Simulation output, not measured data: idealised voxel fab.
Process module heading - voxel self aligned vias
In the cross-section labelled cut, the width is 255 nm and each square cell is 5 nm.
A cross-section is written here as square cells arranged in a grid, and it is given in bands from the top down, each band taking up one or more rows of cells.
First you get the band's top height and its bottom height, in nm, and then the materials it's made of, left to right, with each width in nm. If you see a single material with "throughout", that one covers the band edge to edge. "air" is empty space.
Heights are reckoned from 0. Under this level, the received wafer is all of one material. The bottommost band is open-ended downward, for example "0 -> down".
A width such as "30 to 40" changes by the same amount from each row of cells to the next, from the band's top row to its bottom row.
Where a step carries "no change occurred", the cross-section came out of it unchanged, cell for cell.
This entry, "Enclosed void catalog", enumerates those empty regions of no fewer than 8 cells that possess no open connection to the top. Each region is reported in the form width x height at distance, the distance being taken from the left edge, with all three quantities expressed in nm.
Whatever follows a step's settings on its line is a remark the simulator itself makes about that step.
overlay nm: right-of-plan distance of the mask on a masked step; negative values mean left-of-plan.

# List of planned process steps
1: RECEIVE,material Si
2: CONFORMAL_DEP,material SiO2,thk nm 10
3: CONFORMAL_DEP,material SiCN,thk nm 5
4: DIRECTIONAL_DEP,material lowk,thk nm 25
5: DIRECTIONAL_DEP,material aC,thk nm 10
6: PATTERN,tone open,mask id LINES,material resist,width nm 25,pitch nm 65,thk nm 25,overlay nm 0
7: DIRECTIONAL_ETCH,etch materials aC,depth nm 10
8: STRIP,etch materials resist
9: DIRECTIONAL_ETCH,etch materials lowk,depth nm 25
10: STRIP,etch materials aC
11: CONFORMAL_DEP,material TiN,thk nm 5
12: FILL_DEP,material W,thk nm 10
13: CMP,height nm 40
14: SELECTIVE_ETCH,etch materials W Ru TiN,depth nm 5
15: FILL_DEP,material SiN,thk nm 5
16: CMP,height nm 40
17: DIRECTIONAL_DEP,material lowk,thk nm 15
18: MASKED_ETCH,tone open,mask id VIAS,width nm 35,pitch nm 130,etch materials lowk,depth nm 15,overlay nm 0
19: MASKED_ETCH,tone open,mask id VIAS,width nm 45,pitch nm 130,etch materials SiN,depth nm 5,overlay nm 0
20: CONFORMAL_DEP,material TiN,thk nm 5
21: FILL_DEP,material Ru,thk nm 5
22: CMP,height nm 55
23: CONFORMAL_DEP,material SiN,thk nm 5
It is noted that the wafers described herein are identical at the outset and are distinguished by the width nm of step 18; the value stated in the plan corresponds to the first wafer.

# Cross-section of the first of several wafers on receipt, reflecting completion of step 1
- 0 -> down = Si throughout
- Enclosed void catalog: none

# Row per wafer, end-of-module: cell gain (+)/loss (-) by material since the wafer came in, then closed voids
width nm 35; +26 Ru; +51 SiCN; +56 SiN; +102 SiO2; +59 TiN; +27 W; +291 lowk; Enclosed void catalog: none
width nm 40; +30 Ru; +51 SiCN; +56 SiN; +102 SiO2; +61 TiN; +27 W; +285 lowk; Enclosed void catalog: none
width nm 45; +34 Ru; +51 SiCN; +56 SiN; +102 SiO2; +63 TiN; +27 W; +279 lowk; Enclosed void catalog: none
width nm 50; +38 Ru; +51 SiCN; +56 SiN; +102 SiO2; +65 TiN; +27 W; +273 lowk; Enclosed void catalog: none
width nm 55; +42 Ru; +51 SiCN; +56 SiN; +102 SiO2; +67 TiN; +27 W; +267 lowk; Enclosed void catalog: none
width nm 60; +46 Ru; +51 SiCN; +56 SiN; +102 SiO2; +69 TiN; +27 W; +261 lowk; Enclosed void catalog: none
